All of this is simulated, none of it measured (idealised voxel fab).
This is a process module. Its name is voxel released beams.
Cross-section cut spans 200 nm and uses square cells 5 nm in size.
Reading order for cross-sections: top band down to bottom band. Underlying form: a grid of square cells. Band size: one or more rows of cells. It is stipulated that each band's entry specify, in nanometres, the height of the top of the band and then that of its bottom, followed by the materials of the band in left-to-right sequence, each together with its width in nanometres. A single material marked by the word "edge to edge" is understood to fill the band from edge to edge; the word "empty" is understood to denote empty space. We count height from 0. Below that, the starting wafer is all one material. The lowest band never ends at the bottom but goes on down; see "0 -> down" for how that is written. Quick explanation for "30->40": the width changes in equal steps down the rows of cells, from the first number in the band's top row to the second number in its bottom row. "nothing different" (step): cross-section cells unchanged, all of them. If an empty space has no open way to the top and is at least 8 cells in size, "Fully sealed voids" lists it, written width x height at distance, where distance is measured from the left edge and every value is in nm. On each step's line, the part that comes after the settings is the simulator's own comment on the step. overlay nm: step with mask; distance mask lay right of planned place; negative value = left of planned place.
Steps planned for the process
1 RECEIVE: material Si
2 CONFORMAL_DEP: material SiN, thk nm 5
3 DIRECTIONAL_DEP: material SiO2, thk nm 20
4 DIRECTIONAL_DEP: material aC, thk nm 15
5 PATTERN: tone open, mask id ANCHOR, material resist, width nm 35, thk nm 30, overlay nm 0
6 DIRECTIONAL_ETCH: etch materials aC, depth nm 15
7 STRIP: etch materials resist
8 DIRECTIONAL_ETCH: etch materials SiO2, depth nm 20
9 STRIP: etch materials aC
10 CONFORMAL_DEP: material TiN, thk nm 15
11 PATTERN: tone cover, mask id BEAM, material resist, width nm 80, thk nm 20, overlay nm 0
12 DIRECTIONAL_ETCH: etch materials TiN, depth nm 15
13 STRIP: etch materials resist
14 STRIP: etch materials SiO2
Wafer cross-section on receipt, i.e. after step 1
    0 -> down | Si edge to edge
    Fully sealed voids: none
Wafer at module end, in section. Began as above, planned as above, run with one mistake
    40 -> 25 | empty 55 nm, then TiN 80 nm, then empty 65 nm
    25 -> 20 | SiN edge to edge
    20 -> 0 | SiO2 edge to edge
    0 -> down | Si edge to edge
    Fully sealed voids: none
what went wrong: the executed order of steps 2 and 3 is the reverse of that specified in the plan, each step having taken the other's position
